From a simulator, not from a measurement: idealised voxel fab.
Herein follows the process module entitled voxel released beams.
Each square cell in cross-section cut measures 5 nm, and the section as a whole is 270 nm wide.
Just so we're on the same page, the cross-sections are grids of square cells, and they're listed out in bands top to bottom, each band one or more rows deep. A band entry consists of two parts. The first gives the height of the band's top and the height of its bottom, in nm. The rest lists the band's materials from left to right, each with its width in nm. A single material labelled with the word "full width" fills the band from edge to edge, and the word "blank" marks empty space. Counting heights begins at 0, where everything beneath is, in the wafer as received, one material. The lowest band has no bottom; it goes on downwards, as "0 and below" shows. Width "30 to 40": first value at the band's top row of cells, second value at its bottom row, equal change from row to row. The cross-section has no changed cell in any step marked "no change occurred". Closed-off voids of 8+ cells (no open route to the top) go in "Enclosed internal voids", written width x height at distance from the left edge, in nm. Past the settings on a step's line: simulator remark, on that step. The setting "overlay nm" may be written on the line of a step. When the step uses a mask, the value reports how far to the right of the planned place the mask lay, and a negative value reports that it lay to the left.

[These are the steps we planned for the process]
- 1: RECEIVE, material Si
- 2: CONFORMAL_DEP, material Al2O3, thk nm 10
- 3: DIRECTIONAL_DEP, material SiO2, thk nm 15
- 4: PATTERN, tone open, mask id ANCHOR, material resist, width nm 40, thk nm 15, overlay nm 0
- 5: DIRECTIONAL_ETCH, etch materials SiO2, depth nm 15
- 6: STRIP, etch materials resist
- 7: CONFORMAL_DEP, material polySi, thk nm 15
- 8: PATTERN, tone cover, mask id BEAM, material resist, width nm 125, thk nm 20, overlay nm 0
- 9: DIRECTIONAL_ETCH, etch materials polySi, depth nm 15
- 10: STRIP, etch materials resist
- 11: STRIP, etch materials SiO2

[Incoming wafer, cross-sectional view, post step 1]
	0 and below | Si full width
	Enclosed internal voids: none

[Module complete, cross-section. Starting point and plan per above. One mistake made in running the module]
	40 down to 25 | blank: 70 / polySi: 125 / blank: 75
	25 down to 0 | Al2O3 full width
	0 and below | Si full width
	Enclosed internal voids: none
What was done differently from what was planned? step 3 ran with different settings than intended, the actual operation and settings being DIRECTIONAL_DEP, material Al2O3, thk nm 15
